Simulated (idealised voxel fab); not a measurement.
The document below concerns the process module designated voxel ribs on slabs.
Shown is cross-section cut, with a width of 190 nm and square cells of size 5 nm.
Cross-section = grid of square cells, listed top down in bands; band = one or more rows. Read a band's entry like this: the first values are the height of its top and the height of its bottom in nm, and what follows is the sequence of materials from left to right, each with its width in nm. Note that "empty" is empty space, and that a single material marked "edge to edge" reaches across the band from edge to edge. Ref level 0: as-received wafer is one material below here. Bottom band extends down with no lower bound ("0..down"). Note: "30 to 40" means the width goes from the first number (top row of the band) to the second number (bottom row) in equal steps per row of cells. For the purposes of this document, the phrase "remained the same" attached to a step denotes that no cell within the cross-section was modified by that step. The entry "Entrapped void list" lists the empty spaces that cover at least 8 cells and have no open path to the top. Each is written as width x height at distance, where the distance is measured from the left edge and all three values are in nm. Formally, on a step line, whatever follows the settings is a remark that the simulator itself makes on the step. When a step includes a mask, the "overlay nm" setting on its line states how far to the right of its planned place that mask lay, and negative values state how far to the left.
Here's what the planned process steps look like
step 1: RECEIVE: material Si
step 2: DIRECTIONAL_DEP: material SiO2, thk nm 20
step 3: DIRECTIONAL_DEP: material SiN, thk nm 25
step 4: PATTERN: tone cover, mask id RIB, material resist, width nm 20, thk nm 15, overlay nm 0
step 5: DIRECTIONAL_ETCH: etch materials SiN, depth nm 10
step 6: STRIP: etch materials resist
step 7: PATTERN: tone cover, mask id SLAB, material resist, width nm 70, thk nm 20, overlay nm 0
step 8: DIRECTIONAL_ETCH: etch materials SiN, depth nm 15
step 9: STRIP: etch materials resist
step 10: FILL_DEP: material SiO2, thk nm 25
step 11: CMP: height nm 60
step 12: DIRECTIONAL_DEP: material TiN, thk nm 5
step 13: DIRECTIONAL_DEP: material aC, thk nm 15
step 14: PATTERN: tone cover, mask id HEATER, material resist, width nm 30, thk nm 30, overlay nm 0
step 15: DIRECTIONAL_ETCH: etch materials aC, depth nm 15
step 16: STRIP: etch materials resist
step 17: DIRECTIONAL_ETCH: etch materials TiN, depth nm 5
step 18: STRIP: etch materials aC
step 19: CONFORMAL_DEP: material SiO2, thk nm 10
Wafer, first of two, run as planned
Cross-section of the wafer as it came to us, i.e., already through step 1
  0..down = Si edge to edge
  Entrapped void list: none
The following cross-section depicts the wafer upon completion of step 2
  20..0 = SiO2 edge to edge
  Unchanged below 0.
The following cross-section depicts the wafer upon completion of step 3
  45..20 = SiN edge to edge
  Unchanged below 20.
The following cross-section depicts the wafer upon completion of step 4
  60..45 = 85 empty, 20 resist, 85 empty
  Unchanged below 45.
The following cross-section depicts the wafer upon completion of step 5
  60..45 = 85 empty, 20 resist, 85 empty
  45..35 = 85 empty, 20 SiN, 85 empty
  Unchanged below 35.
The following cross-section depicts the wafer upon completion of step 6
  45..35 = 85 empty, 20 SiN, 85 empty
  Unchanged below 35.
The following cross-section depicts the wafer upon completion of step 7
  65..45 = 60 empty, 70 resist, 60 empty
  45..35 = 60 empty, 25 resist, 20 SiN, 25 resist, 60 empty
  Unchanged below 35.
The following cross-section depicts the wafer upon completion of step 8
  65..45 = 60 empty, 70 resist, 60 empty
  45..35 = 60 empty, 25 resist, 20 SiN, 25 resist, 60 empty
  35..20 = 60 empty, 70 SiN, 60 empty
  Unchanged below 20.
The following cross-section depicts the wafer upon completion of step 9
  45..35 = 85 empty, 20 SiN, 85 empty
  Unchanged below 35.
The following cross-section depicts the wafer upon completion of step 10
  70..45 = SiO2 edge to edge
  45..35 = 85 SiO2, 20 SiN, 85 SiO2
  35..20 = 60 SiO2, 70 SiN, 60 SiO2
  Unchanged below 20.
The following cross-section depicts the wafer upon completion of step 11
  60..45 = SiO2 edge to edge
  Unchanged below 45.
The following cross-section depicts the wafer upon completion of step 12
  65..60 = TiN edge to edge
  Unchanged below 60.
The following cross-section depicts the wafer upon completion of step 13
  80..65 = aC edge to edge
  Unchanged below 65.
The following cross-section depicts the wafer upon completion of step 14
  110..80 = 80 empty, 30 resist, 80 empty
  Unchanged below 80.
The following cross-section depicts the wafer upon completion of step 15
  95..80 = 80 empty, 30 resist, 80 empty
  80..65 = 80 empty, 30 aC, 80 empty
  Unchanged below 65.
The following cross-section depicts the wafer upon completion of step 16
  80..65 = 80 empty, 30 aC, 80 empty
  Unchanged below 65.
The following cross-section depicts the wafer upon completion of step 17
  80..65 = 80 empty, 30 aC, 80 empty
  65..60 = 80 empty, 30 TiN, 80 empty
  Unchanged below 60.
The following cross-section depicts the wafer upon completion of step 18
  65..60 = 80 empty, 30 TiN, 80 empty
  Unchanged below 60.
The following cross-section depicts the wafer upon completion of step 19
  75..70 = 70 empty, 50 SiO2, 70 empty
  70..65 = SiO2 edge to edge
  65..60 = 80 SiO2, 30 TiN, 80 SiO2
  Unchanged below 60.
Companion wafer, the second of two: same beginning, same intended sequence, one mistake in carrying it out; through step 1 inclusive it tracks the first exactly
X-section, second wafer, when step 2 was due to finish
  25..0 = SiN edge to edge
  Unchanged below 0.
X-section, second wafer, when step 3 was due to finish
  45..25 = SiO2 edge to edge
  Unchanged below 25.
X-section, second wafer, when step 4 was due to finish
  60..45 = 85 empty, 20 resist, 85 empty
  Unchanged below 45.
X-section, second wafer, when step 5 was due to finish: remained the same
X-section, second wafer, when step 6 was due to finish
  45..25 = SiO2 edge to edge
  Unchanged below 25.
X-section, second wafer, when step 7 was due to finish
  65..45 = 60 empty, 70 resist, 60 empty
  Unchanged below 45.
X-section, second wafer, when step 8 was due to finish: remained the same
X-section, second wafer, when step 9 was due to finish
  45..25 = SiO2 edge to edge
  Unchanged below 25.
X-section, second wafer, when step 10 was due to finish
  70..25 = SiO2 edge to edge
  Unchanged below 25.
X-section, second wafer, when step 11 was due to finish
  60..25 = SiO2 edge to edge
  Unchanged below 25.
X-section, second wafer, when step 12 was due to finish
  65..60 = TiN edge to edge
  Unchanged below 60.
X-section, second wafer, when step 13 was due to finish
  80..65 = aC edge to edge
  Unchanged below 65.
X-section, second wafer, when step 14 was due to finish
  110..80 = 80 empty, 30 resist, 80 empty
  Unchanged below 80.
X-section, second wafer, when step 15 was due to finish
  95..80 = 80 empty, 30 resist, 80 empty
  80..65 = 80 empty, 30 aC, 80 empty
  Unchanged below 65.
X-section, second wafer, when step 16 was due to finish
  80..65 = 80 empty, 30 aC, 80 empty
  Unchanged below 65.
X-section, second wafer, when step 17 was due to finish
  80..65 = 80 empty, 30 aC, 80 empty
  65..60 = 80 empty, 30 TiN, 80 empty
  Unchanged below 60.
X-section, second wafer, when step 18 was due to finish
  65..60 = 80 empty, 30 TiN, 80 empty
  Unchanged below 60.
X-section, second wafer, when step 19 was due to finish
  75..70 = 70 empty, 50 SiO2, 70 empty
  70..65 = SiO2 edge to edge
  65..60 = 80 SiO2, 30 TiN, 80 SiO2
  Unchanged below 60.
In executing the process, a mistake was made relative to the plan: note: step 2 <-> step 3, run order reversed vs plan
End check, counted in cells, second wafer has more or fewer of these materials than the first: 140 more of SiN | 140 fewer of SiO2
